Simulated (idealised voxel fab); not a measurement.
Presented below is a process module, voxel self aligned contacts.
The figure presents cross-section cut, which has a width of 245 nm and is divided into square cells with an edge length of 5 nm.
When this document writes out a cross-section, it uses a grid of square cells and lists it as bands, beginning at the top and moving down, with a band standing for one or more rows of cells.
Basically the band line says how high the top is and how high the bottom is, in nm, and then what's in it from left to right, every material with its width in nm. Empty space shows up as "blank", and if a single material carries "full width" it runs the full band edge to edge.
Beneath 0, the wafer as received is one material, and that level is where height counting begins. The lowest band goes on downward without a bottom; it is written like "0 down".
Width spec "30..40" -> top row of cells at first value, bottom row at second value, equal per-row change in between.
Where a step carries "everything unchanged", the cross-section came out of it unchanged, cell for cell.
This entry, "Enclosed void inventory", enumerates those empty regions of no fewer than 8 cells that possess no open connection to the top. Each region is reported in the form width x height at distance, the distance being taken from the left edge, with all three quantities expressed in nm.
On each step's line, the part that comes after the settings is the simulator's own comment on the step.
overlay nm: mask right of planned place by this much (step with mask). Neg. = left.

The steps planned for the process are as follows
| 1 | RECEIVE, material Si |
| 2 | OXIDIZE, depth nm 5 |
| 3 | DIRECTIONAL_DEP, material polySi, thk nm 25 |
| 4 | DIRECTIONAL_DEP, material SiN, thk nm 15 |
| 5 | DIRECTIONAL_DEP, material aC, thk nm 15 |
| 6 | PATTERN, tone cover, mask id GATE, material resist, width nm 35, pitch nm 70, thk nm 35, overlay nm 0 |
| 7 | DIRECTIONAL_ETCH, etch materials aC, depth nm 15 |
| 8 | STRIP, etch materials resist |
| 9 | DIRECTIONAL_ETCH, etch materials SiN, depth nm 15 |
| 10 | DIRECTIONAL_ETCH, etch materials polySi, depth nm 25 |
| 11 | STRIP, etch materials aC |
| 12 | CONFORMAL_DEP, material SiN, thk nm 5 |
| 13 | DIRECTIONAL_ETCH, etch materials SiN, depth nm 5 |
| 14 | FILL_DEP, material SiO2, thk nm 10 |
| 15 | CMP, height nm 45 |
| 16 | PATTERN, tone open, mask id CONTACT, material resist, width nm 55, thk nm 15, overlay nm -15 |
| 17 | DIRECTIONAL_ETCH, etch materials SiO2, depth nm 50 |
| 18 | STRIP, etch materials resist |
| 19 | CONFORMAL_DEP, material TiN, thk nm 5 |
| 20 | FILL_DEP, material W, thk nm 10 |
| 21 | CMP, height nm 45 |
| 22 | CONFORMAL_DEP, material SiN, thk nm 5 |
Don't read the plan's overlay nm for step 16 as applying to every wafer: that's the first wafer's value, and the wafers differ in it, though they all start identical.

Cross-section of the first incoming wafer of several, state after step 1
    0 down: Si full width
    Enclosed void inventory: none

Wafer cross-section (first of several) - module end, post step 22 (last step)
    50 to 45: SiN full width
    45 to 40: SiO2 80 nm, then TiN 35 nm, then W 15 nm, then TiN 5 nm, then SiO2 110 nm
    40 to 25: SiO2 65 nm, then SiN 45 nm, then TiN 5 nm, then W 15 nm, then TiN 5 nm, then SiN 45 nm, then SiO2 65 nm
    25 to 0: SiO2 65 nm, then SiN 5 nm, then polySi 35 nm, then SiN 5 nm, then TiN 5 nm, then W 15 nm, then TiN 5 nm, then SiN 5 nm, then polySi 35 nm, then SiN 5 nm, then SiO2 65 nm
    0 to -5: SiO2 110 nm, then TiN 25 nm, then SiO2 110 nm
    -5 down: Si full width
    Enclosed void inventory: none

Cross-sectional view, end of module, last wafer of several
    50 to 45: SiN full width
    45 to 40: SiO2 110 nm, then TiN 5 nm, then W 15 nm, then TiN 35 nm, then SiO2 80 nm
    40 to 25: SiO2 65 nm, then SiN 45 nm, then TiN 5 nm, then W 15 nm, then TiN 5 nm, then SiN 45 nm, then SiO2 65 nm
    25 to 0: SiO2 65 nm, then SiN 5 nm, then polySi 35 nm, then SiN 5 nm, then TiN 5 nm, then W 15 nm, then TiN 5 nm, then SiN 5 nm, then polySi 35 nm, then SiN 5 nm, then SiO2 65 nm
    0 to -5: SiO2 110 nm, then TiN 25 nm, then SiO2 110 nm
    -5 down: Si full width
    Enclosed void inventory: none

Table: wafers, a row each; end-of-module cell change per material since receipt, gain (+), loss (-); then closed voids
overlay nm -15 | -49 Si | +123 SiN | +290 SiO2 | +29 TiN | +27 W | +70 polySi | Enclosed void inventory: none
overlay nm -10 | -49 Si | +123 SiN | +290 SiO2 | +29 TiN | +27 W | +70 polySi | Enclosed void inventory: none
overlay nm -5 | -49 Si | +123 SiN | +290 SiO2 | +29 TiN | +27 W | +70 polySi | Enclosed void inventory: none
overlay nm 0 | -49 Si | +123 SiN | +290 SiO2 | +29 TiN | +27 W | +70 polySi | Enclosed void inventory: none
overlay nm 5 | -49 Si | +123 SiN | +290 SiO2 | +29 TiN | +27 W | +70 polySi | Enclosed void inventory: none
overlay nm 10 | -49 Si | +123 SiN | +290 SiO2 | +29 TiN | +27 W | +70 polySi | Enclosed void inventory: none
overlay nm 15 | -49 Si | +123 SiN | +290 SiO2 | +29 TiN | +27 W | +70 polySi | Enclosed void inventory: none
